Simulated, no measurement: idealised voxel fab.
process module | voxel fin reveal
cross-section cut | 155 nm wide | cells 5 nm
A cross-section is a grid of square cells, given in bands from the top down. A band is one or more rows of cells.
Each band's line starts with the height of the band's top and of its bottom, in nm. Then come its materials from left to right, each with its width in nm. One material with "throughout" fills the band from edge to edge. "air" is empty space.
Height 0 is the level under which the wafer as received is all one material. The lowest band goes on downwards, as in "0 down".
A width such as "30 to 40" changes by the same amount from each row of cells to the next, from the band's top row to its bottom row.
"no change" after a step means that no cell of the cross-section changed.
closed voids: empty space of 8 cells or more with no open way to the top, each as width x height at its distance from the left edge, in nm
after a step's settings: what the simulator itself notes on the step
overlay nm, on a step with a mask: how far to the right of its planned place the mask lay; to the left if negative
plan
1 op RECEIVE | material Si
2 op CONFORMAL_DEP | material SiN | thk nm 5
3 op DIRECTIONAL_DEP | material aC | thk nm 10
4 op PATTERN | tone cover | mask id FINS | material resist | width nm 15 | pitch nm 35 | thk nm 30 | overlay nm 0
5 op DIRECTIONAL_ETCH | etch materials aC | depth nm 10
6 op STRIP | etch materials resist
7 op DIRECTIONAL_ETCH | etch materials SiN | depth nm 5
8 op DIRECTIONAL_ETCH | etch materials Si | depth nm 30
9 op STRIP | etch materials aC
10 op FILL_DEP | material SiO2 | thk nm 10
11 op CMP | height nm 5
12 op SELECTIVE_ETCH | etch materials SiO2 | depth nm 15
13 op STRIP | etch materials SiN
as received, after step 1
  0 down: Si throughout
  closed voids: none
first wafer at the end, as planned
  0 to -10: air 15 | Si 15 | air 20 | Si 15 | air 20 | Si 15 | air 20 | Si 15 | air 20
  -10 to -30: SiO2 15 | Si 15 | SiO2 20 | Si 15 | SiO2 20 | Si 15 | SiO2 20 | Si 15 | SiO2 20
  -30 down: Si throughout
  closed voids: none
second wafer at the end: like start, like plan, one mistake
  0 to -30: air 15 | Si 15 | air 20 | Si 15 | air 20 | Si 15 | air 20 | Si 15 | air 20
  -30 down: Si throughout
  closed voids: none
what went wrong: step 10 ran as: op FILL_DEP | material SiN | thk nm 10
at the end the second wafer has, in cells: 76 fewer of SiO2
